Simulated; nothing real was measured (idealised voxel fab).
Process module, titled voxel self aligned vias
Cross-sectional view cut (width: 180 nm; square cell size: 5 nm).
Cross-section layout: square cells on a grid; listed as bands, top to bottom; a band spans one or more cell rows. Band entry format. Leading values: height of top, height of bottom, nm. Remainder: materials in left-to-right order, each with its width in nm. Special words: "throughout" on a single material, which then fills the band edge to edge; "air", empty space. Height reference: 0 = level under which incoming wafer is all one material. Lowest band: no bottom, runs on downward, e.g. "from 0 down". Per-row width for "30->40": begins at first number (top row of band), ends at second number (bottom row), increment between rows held constant. Step note "no modifications" = no cross-section cell changed. The list in "Closed-off voids" covers empty spaces of 8 cells or more that cannot reach the top through any open way, and it gives each as width x height at distance; the distance is from the left edge, and width, height and distance are in nm. Where a step's line continues beyond its settings, the continuation is a remark by the simulator itself on that step. overlay nm: mask right of planned place by this much (step with mask). Neg. = left.

The steps planned for the process are as follows:
1 RECEIVE | material Si
2 CONFORMAL_DEP | material SiO2 | thk nm 10
3 CONFORMAL_DEP | material SiCN | thk nm 5
4 DIRECTIONAL_DEP | material lowk | thk nm 25
5 MASKED_ETCH | tone open | mask id LINES | width nm 30 | pitch nm 75 | etch materials lowk | depth nm 25 | overlay nm 0
6 CONFORMAL_DEP | material TiN | thk nm 5
7 FILL_DEP | material Ru | thk nm 5
8 CMP | height nm 40
9 SELECTIVE_ETCH | etch materials W Ru TiN | depth nm 5
10 FILL_DEP | material SiN | thk nm 5
11 CMP | height nm 40
12 DIRECTIONAL_DEP | material lowk | thk nm 20
13 DIRECTIONAL_DEP | material aC | thk nm 15
14 PATTERN | tone open | mask id VIAS | material resist | width nm 50 | pitch nm 75 | thk nm 30 | overlay nm 0
15 DIRECTIONAL_ETCH | etch materials aC | depth nm 15
16 STRIP | etch materials resist
17 DIRECTIONAL_ETCH | etch materials lowk | depth nm 20
18 DIRECTIONAL_ETCH | etch materials SiN | depth nm 5
19 STRIP | etch materials aC
20 CONFORMAL_DEP | material TiN | thk nm 5
21 FILL_DEP | material Ru | thk nm 5
22 CMP | height nm 60
23 CONFORMAL_DEP | material SiN | thk nm 5

The following pertains to the first of two wafers, which was processed as planned:

So this is the incoming wafer in cross-section - it's already been through step 1:
* from 0 down: Si throughout
* Closed-off voids: none

Sectional view: wafer, after step 2:
* from 10 to 0: SiO2 throughout
* At heights below 0, the structure remains unaltered.

Sectional view: wafer, after step 3:
* from 15 to 10: SiCN throughout
* At heights below 10, the structure remains unaltered.

Sectional view: wafer, after step 4:
* from 40 to 15: lowk throughout
* At heights below 15, the structure remains unaltered.

Sectional view: wafer, after step 5:
* from 40 to 15: 35 of lowk, 30 of air, 45 of lowk, 30 of air, 40 of lowk
* At heights below 15, the structure remains unaltered.

Sectional view: wafer, after step 6:
* from 45 to 40: 40 of TiN, 20 of air, 55 of TiN, 20 of air, 45 of TiN
* from 40 to 20: 35 of lowk, 5 of TiN, 20 of air, 5 of TiN, 45 of lowk, 5 of TiN, 20 of air, 5 of TiN, 40 of lowk
* from 20 to 15: 35 of lowk, 30 of TiN, 45 of lowk, 30 of TiN, 40 of lowk
* At heights below 15, the structure remains unaltered.

Sectional view: wafer, after step 7:
* from 50 to 45: Ru throughout
* from 45 to 40: 40 of TiN, 20 of Ru, 55 of TiN, 20 of Ru, 45 of TiN
* from 40 to 20: 35 of lowk, 5 of TiN, 20 of Ru, 5 of TiN, 45 of lowk, 5 of TiN, 20 of Ru, 5 of TiN, 40 of lowk
* At heights below 20, the structure remains unaltered.

Sectional view: wafer, after step 8:
* from 40 to 20: 35 of lowk, 5 of TiN, 20 of Ru, 5 of TiN, 45 of lowk, 5 of TiN, 20 of Ru, 5 of TiN, 40 of lowk
* At heights below 20, the structure remains unaltered.

Sectional view: wafer, after step 9:
* from 40 to 35: 35 of lowk, 30 of air, 45 of lowk, 30 of air, 40 of lowk
* At heights below 35, the structure remains unaltered.

Sectional view: wafer, after step 10:
* from 45 to 40: SiN throughout
* from 40 to 35: 35 of lowk, 30 of SiN, 45 of lowk, 30 of SiN, 40 of lowk
* At heights below 35, the structure remains unaltered.

Sectional view: wafer, after step 11:
* from 40 to 35: 35 of lowk, 30 of SiN, 45 of lowk, 30 of SiN, 40 of lowk
* At heights below 35, the structure remains unaltered.

Sectional view: wafer, after step 12:
* from 60 to 40: lowk throughout
* At heights below 40, the structure remains unaltered.

Sectional view: wafer, after step 13:
* from 75 to 60: aC throughout
* At heights below 60, the structure remains unaltered.

Sectional view: wafer, after step 14:
* from 105 to 75: 25 of resist, 50 of air, 25 of resist, 50 of air, 30 of resist
* At heights below 75, the structure remains unaltered.

Sectional view: wafer, after step 15:
* from 90 to 75: 25 of resist, 50 of air, 25 of resist, 50 of air, 30 of resist
* from 75 to 60: 25 of aC, 50 of air, 25 of aC, 50 of air, 30 of aC
* At heights below 60, the structure remains unaltered.

Sectional view: wafer, after step 16:
* from 75 to 60: 25 of aC, 50 of air, 25 of aC, 50 of air, 30 of aC
* At heights below 60, the structure remains unaltered.

Sectional view: wafer, after step 17:
* from 75 to 60: 25 of aC, 50 of air, 25 of aC, 50 of air, 30 of aC
* from 60 to 40: 25 of lowk, 50 of air, 25 of lowk, 50 of air, 30 of lowk
* At heights below 40, the structure remains unaltered.

Sectional view: wafer, after step 18:
* from 75 to 60: 25 of aC, 50 of air, 25 of aC, 50 of air, 30 of aC
* from 60 to 40: 25 of lowk, 50 of air, 25 of lowk, 50 of air, 30 of lowk
* from 40 to 35: 35 of lowk, 30 of air, 45 of lowk, 30 of air, 40 of lowk
* At heights below 35, the structure remains unaltered.

Sectional view: wafer, after step 19:
* from 60 to 40: 25 of lowk, 50 of air, 25 of lowk, 50 of air, 30 of lowk
* At heights below 40, the structure remains unaltered.

Sectional view: wafer, after step 20:
* from 65 to 60: 30 of TiN, 40 of air, 35 of TiN, 40 of air, 35 of TiN
* from 60 to 45: 25 of lowk, 5 of TiN, 40 of air, 5 of TiN, 25 of lowk, 5 of TiN, 40 of air, 5 of TiN, 30 of lowk
* from 45 to 40: 25 of lowk, 15 of TiN, 20 of air, 15 of TiN, 25 of lowk, 15 of TiN, 20 of air, 15 of TiN, 30 of lowk
* from 40 to 35: 35 of lowk, 30 of TiN, 45 of lowk, 30 of TiN, 40 of lowk
* At heights below 35, the structure remains unaltered.

Sectional view: wafer, after step 21:
* from 70 to 65: Ru throughout
* from 65 to 60: 30 of TiN, 40 of Ru, 35 of TiN, 40 of Ru, 35 of TiN
* from 60 to 45: 25 of lowk, 5 of TiN, 40 of Ru, 5 of TiN, 25 of lowk, 5 of TiN, 40 of Ru, 5 of TiN, 30 of lowk
* from 45 to 40: 25 of lowk, 15 of TiN, 20 of Ru, 15 of TiN, 25 of lowk, 15 of TiN, 20 of Ru, 15 of TiN, 30 of lowk
* At heights below 40, the structure remains unaltered.

Sectional view: wafer, after step 22:
* from 60 to 45: 25 of lowk, 5 of TiN, 40 of Ru, 5 of TiN, 25 of lowk, 5 of TiN, 40 of Ru, 5 of TiN, 30 of lowk
* At heights below 45, the structure remains unaltered.

Sectional view: wafer, after step 23:
* from 65 to 60: SiN throughout
* At heights below 60, the structure remains unaltered.

Okay, second wafer. Nothing different at the start, nothing different in the plan, just one mistake somewhere in the running. As far as step 13, counting that step, it's the first wafer all over again:

Second wafer profile in section, at the moment step 14 of the plan was meant to be complete:
* from 105 to 75: 35 of resist, 50 of air, 25 of resist, 50 of air, 20 of resist
* At heights below 75, the structure remains unaltered.

Second wafer profile in section, at the moment step 15 of the plan was meant to be complete:
* from 90 to 75: 35 of resist, 50 of air, 25 of resist, 50 of air, 20 of resist
* from 75 to 60: 35 of aC, 50 of air, 25 of aC, 50 of air, 20 of aC
* At heights below 60, the structure remains unaltered.

Second wafer profile in section, at the moment step 16 of the plan was meant to be complete:
* from 75 to 60: 35 of aC, 50 of air, 25 of aC, 50 of air, 20 of aC
* At heights below 60, the structure remains unaltered.

Second wafer profile in section, at the moment step 17 of the plan was meant to be complete:
* from 75 to 60: 35 of aC, 50 of air, 25 of aC, 50 of air, 20 of aC
* from 60 to 40: 35 of lowk, 50 of air, 25 of lowk, 50 of air, 20 of lowk
* At heights below 40, the structure remains unaltered.

Second wafer profile in section, at the moment step 18 of the plan was meant to be complete:
* from 75 to 60: 35 of aC, 50 of air, 25 of aC, 50 of air, 20 of aC
* from 60 to 40: 35 of lowk, 50 of air, 25 of lowk, 50 of air, 20 of lowk
* from 40 to 35: 35 of lowk, 30 of air, 45 of lowk, 30 of air, 40 of lowk
* At heights below 35, the structure remains unaltered.

Second wafer profile in section, at the moment step 19 of the plan was meant to be complete:
* from 60 to 40: 35 of lowk, 50 of air, 25 of lowk, 50 of air, 20 of lowk
* At heights below 40, the structure remains unaltered.

Second wafer profile in section, at the moment step 20 of the plan was meant to be complete:
* from 65 to 60: 40 of TiN, 40 of air, 35 of TiN, 40 of air, 25 of TiN
* from 60 to 45: 35 of lowk, 5 of TiN, 40 of air, 5 of TiN, 25 of lowk, 5 of TiN, 40 of air, 5 of TiN, 20 of lowk
* from 45 to 40: 35 of lowk, 5 of TiN, 20 of air, 25 of TiN, 25 of lowk, 5 of TiN, 20 of air, 25 of TiN, 20 of lowk
* from 40 to 35: 35 of lowk, 30 of TiN, 45 of lowk, 30 of TiN, 40 of lowk
* At heights below 35, the structure remains unaltered.

Second wafer profile in section, at the moment step 21 of the plan was meant to be complete:
* from 70 to 65: Ru throughout
* from 65 to 60: 40 of TiN, 40 of Ru, 35 of TiN, 40 of Ru, 25 of TiN
* from 60 to 45: 35 of lowk, 5 of TiN, 40 of Ru, 5 of TiN, 25 of lowk, 5 of TiN, 40 of Ru, 5 of TiN, 20 of lowk
* from 45 to 40: 35 of lowk, 5 of TiN, 20 of Ru, 25 of TiN, 25 of lowk, 5 of TiN, 20 of Ru, 25 of TiN, 20 of lowk
* At heights below 40, the structure remains unaltered.

Second wafer profile in section, at the moment step 22 of the plan was meant to be complete:
* from 60 to 45: 35 of lowk, 5 of TiN, 40 of Ru, 5 of TiN, 25 of lowk, 5 of TiN, 40 of Ru, 5 of TiN, 20 of lowk
* At heights below 45, the structure remains unaltered.

Second wafer profile in section, at the moment step 23 of the plan was meant to be complete:
* from 65 to 60: SiN throughout
* At heights below 60, the structure remains unaltered.
Heads up, the wafer didn't run the way we planned it: step 14 ran with different settings than intended, the actual operation and settings being PATTERN | tone open | mask id VIAS | material resist | width nm 50 | pitch nm 75 | thk nm 30 | overlay nm 10
Final wafers compared: equal cell tally per material, rearranged layout.
